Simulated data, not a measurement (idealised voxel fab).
The process module presented herein is designated voxel self aligned vias.
Displayed cross-section: cut, width of 250 nm, square cells sized 5 nm.
Throughout this document, each cross-section is represented as a grid of square cells and is presented as a sequence of bands enumerated from the top downward, where a band comprises one or more rows of cells. For a band, the entry starts with two heights in nm, that of the top and then that of the bottom, and carries on with the band's materials in order from left to right, each alongside its width in nm; the word "full width" beside a single material means it fills the band edge to edge, and "empty" means empty space. It should be noted that heights are counted from 0, beneath which the wafer as supplied is of one material throughout, and that the lowest band possesses no lower boundary but continues downward, as written in "from 0 down". Width "30 to 40": first value at the band's top row of cells, second value at its bottom row, equal change from row to row. Basically "stayed the same" means that step didn't change any cell in the cross-section. The entry "Enclosed cavities" lists the empty spaces that cover at least 8 cells and have no open path to the top. Each is written as width x height at distance, where the distance is measured from the left edge and all three values are in nm. On a step's line, text after the settings is the simulator commenting on that step. The optional step-line setting "overlay nm" applies to steps with a mask and quantifies how far to the right of its planned location the mask lay, a negative value indicating leftward placement.
-- Set out below are the planned steps of the process
1,RECEIVE [material Si]
2,CONFORMAL_DEP [material SiO2] [thk nm 10]
3,CONFORMAL_DEP [material SiCN] [thk nm 5]
4,DIRECTIONAL_DEP [material SiO2] [thk nm 20]
5,PATTERN [tone open] [mask id LINES] [material resist] [width nm 30] [pitch nm 55] [thk nm 15] [overlay nm 0]
6,DIRECTIONAL_ETCH [etch materials SiO2] [depth nm 20]
7,STRIP [etch materials resist]
8,CONFORMAL_DEP [material TiN] [thk nm 5]
9,FILL_DEP [material Ru] [thk nm 5]
10,CMP [height nm 35]
11,SELECTIVE_ETCH [etch materials W Ru TiN] [depth nm 5]
12,FILL_DEP [material SiN] [thk nm 10]
13,CMP [height nm 35]
14,DIRECTIONAL_DEP [material SiO2] [thk nm 20]
15,MASKED_ETCH [tone open] [mask id VIAS] [width nm 40] [pitch nm 55] [etch materials SiO2] [depth nm 20] [overlay nm 0]
16,MASKED_ETCH [tone open] [mask id VIAS] [width nm 40] [pitch nm 55] [etch materials SiN] [depth nm 5] [overlay nm 0]
17,CONFORMAL_DEP [material TiN] [thk nm 5]
18,FILL_DEP [material Ru] [thk nm 10]
19,CMP [height nm 55]
20,CONFORMAL_DEP [material SiCN] [thk nm 5]
-- Cross-section of the incoming wafer, state after step 1
* from 0 down | Si full width
* Enclosed cavities: none
-- Cross-sectional image of the first of two wafers at the end of the module, the run having proceeded as planned
* from 60 to 55 | SiCN full width
* from 55 to 40 | 50 SiO2  5 TiN  30 Ru  5 TiN  15 SiO2  5 TiN  30 Ru  5 TiN  15 SiO2  5 TiN  30 Ru  5 TiN  50 SiO2
* from 40 to 35 | 50 SiO2  10 TiN  20 Ru  10 TiN  15 SiO2  10 TiN  20 Ru  10 TiN  15 SiO2  10 TiN  20 Ru  10 TiN  50 SiO2
* from 35 to 30 | 55 SiO2  30 TiN  25 SiO2  30 TiN  25 SiO2  30 TiN  55 SiO2
* from 30 to 20 | 55 SiO2  5 TiN  20 Ru  5 TiN  25 SiO2  5 TiN  20 Ru  5 TiN  25 SiO2  5 TiN  20 Ru  5 TiN  55 SiO2
* from 20 to 15 | 55 SiO2  30 TiN  25 SiO2  30 TiN  25 SiO2  30 TiN  55 SiO2
* from 15 to 10 | SiCN full width
* from 10 to 0 | SiO2 full width
* from 0 down | Si full width
* Enclosed cavities: none
-- Now the second wafer, cross-sectioned at the end of the module. Nothing different at the start, nothing different in the plan compared with the first, just one mistake when it was actually run
* from 60 to 55 | SiCN full width
* from 55 to 40 | 50 SiO2  5 TiN  30 Ru  5 TiN  15 SiO2  5 TiN  30 Ru  5 TiN  15 SiO2  5 TiN  30 Ru  5 TiN  50 SiO2
* from 40 to 35 | 50 SiO2  40 TiN  15 SiO2  40 TiN  15 SiO2  40 TiN  50 SiO2
* from 35 to 30 | SiCN full width
* from 30 to 0 | SiO2 full width
* from 0 down | Si full width
* Enclosed cavities: none
Which mistake was made when the wafer was run? steps 3 and 4 of the plan were each performed in the slot designated for the other
FYI, end of process, the second wafer has more or fewer cells of some materials than the first: -36 Ru; +72 SiO2; -36 TiN
